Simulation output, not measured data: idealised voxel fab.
Module name: voxel released beams (process module)
FYI the section here is cut, 140 nm wide, cells are 5 nm squares.
Cross-section format: a grid of square cells, given as bands from top to bottom; each band is one or more rows of cells.
What a band's entry tells you: where the top is and where the bottom is, as heights in nm, and after that what lies inside, material by material from left to right, each with its width in nm. Empty space is written as the word "empty", and a single material marked with the word "full width" occupies the band from edge to edge.
Height datum 0, below which the as-received substrate wafer is one material. Lowest band open at the bottom, running downward: "z 0 and below".
Note: "30->40" means the width goes from the first number (top row of the band) to the second number (bottom row) in equal steps per row of cells.
"all unchanged", as given for a step, is the statement that not any cell of the cross-section underwent a change during that step.
"Closed internal cavities" - sealed voids, min. 8 cells, no opening to top; format: width x height at distance (distance from left edge; nm throughout).
On a step's line, text after the settings is the simulator commenting on that step.
Each step line may optionally specify "overlay nm", which for a step with a mask gives the rightward distance between the mask's planned place and where it lay, a negative value indicating the leftward direction.
Process steps foreseen in the plan
| 1 | RECEIVE [material Si] |
| 2 | CONFORMAL_DEP [material Al2O3] [thk nm 10] |
| 3 | DIRECTIONAL_DEP [material SiO2] [thk nm 15] |
| 4 | MASKED_ETCH [tone open] [mask id ANCHOR] [width nm 25] [etch materials SiO2] [depth nm 15] [overlay nm 0] |
| 5 | CONFORMAL_DEP [material W] [thk nm 10] |
| 6 | MASKED_ETCH [tone cover] [mask id BEAM] [width nm 70] [etch materials W] [depth nm 10] [overlay nm 0] |
| 7 | STRIP [etch materials SiO2] |
The first of the two wafers, which ran as planned
Shown in cross-section is the wafer as received, that is, as it stands after step 1
	z 0 and below | Si full width
	Closed internal cavities: none
Wafer section view after processing step 2
	z 10 to 0 | Al2O3 full width
	Rest of section, below 0: as before.
Wafer section view after processing step 3
	z 25 to 10 | SiO2 full width
	Rest of section, below 10: as before.
Wafer section view after processing step 4
	z 25 to 10 | SiO2: 35, empty: 25, SiO2: 80
	Rest of section, below 10: as before.
Wafer section view after processing step 5
	z 35 to 25 | W: 45, empty: 5, W: 90
	z 25 to 20 | SiO2: 35, W: 10, empty: 5, W: 10, SiO2: 80
	z 20 to 10 | SiO2: 35, W: 25, SiO2: 80
	Rest of section, below 10: as before.
Wafer section view after processing step 6
	z 35 to 25 | empty: 30, W: 15, empty: 5, W: 50, empty: 40
	Rest of section, below 25: as before.
Wafer section view after processing step 7
	z 35 to 25 | empty: 30, W: 15, empty: 5, W: 50, empty: 40
	z 25 to 20 | empty: 35, W: 10, empty: 5, W: 10, empty: 80
	z 20 to 10 | empty: 35, W: 25, empty: 80
	Rest of section, below 10: as before.
The second wafer began exactly as the first did and followed the same plan, but one mistake was made while running it; through step 2 inclusive, the two wafers are identical
X-section, second wafer, when step 3 was due to finish
	z 15 to 10 | SiO2 full width
	Rest of section, below 10: as before.
X-section, second wafer, when step 4 was due to finish
	z 15 to 10 | SiO2: 35, empty: 25, SiO2: 80
	Rest of section, below 10: as before.
X-section, second wafer, when step 5 was due to finish
	z 25 to 20 | W: 45, empty: 5, W: 90
	z 20 to 15 | W full width
	z 15 to 10 | SiO2: 35, W: 25, SiO2: 80
	Rest of section, below 10: as before.
X-section, second wafer, when step 6 was due to finish
	z 25 to 20 | empty: 30, W: 15, empty: 5, W: 50, empty: 40
	z 20 to 15 | empty: 30, W: 70, empty: 40
	Rest of section, below 15: as before.
X-section, second wafer, when step 7 was due to finish
	z 25 to 20 | empty: 30, W: 15, empty: 5, W: 50, empty: 40
	z 20 to 10 | empty: 30->35, W: 70->25, empty: 40->80
	Rest of section, below 10: as before.
Against the plan, the run slipped here: step 3: run off-plan, actual operation and settings DIRECTIONAL_DEP [material SiO2] [thk nm 5]
Final comparison by cell count, materials where the second wafer has more or fewer than the first: -8 W
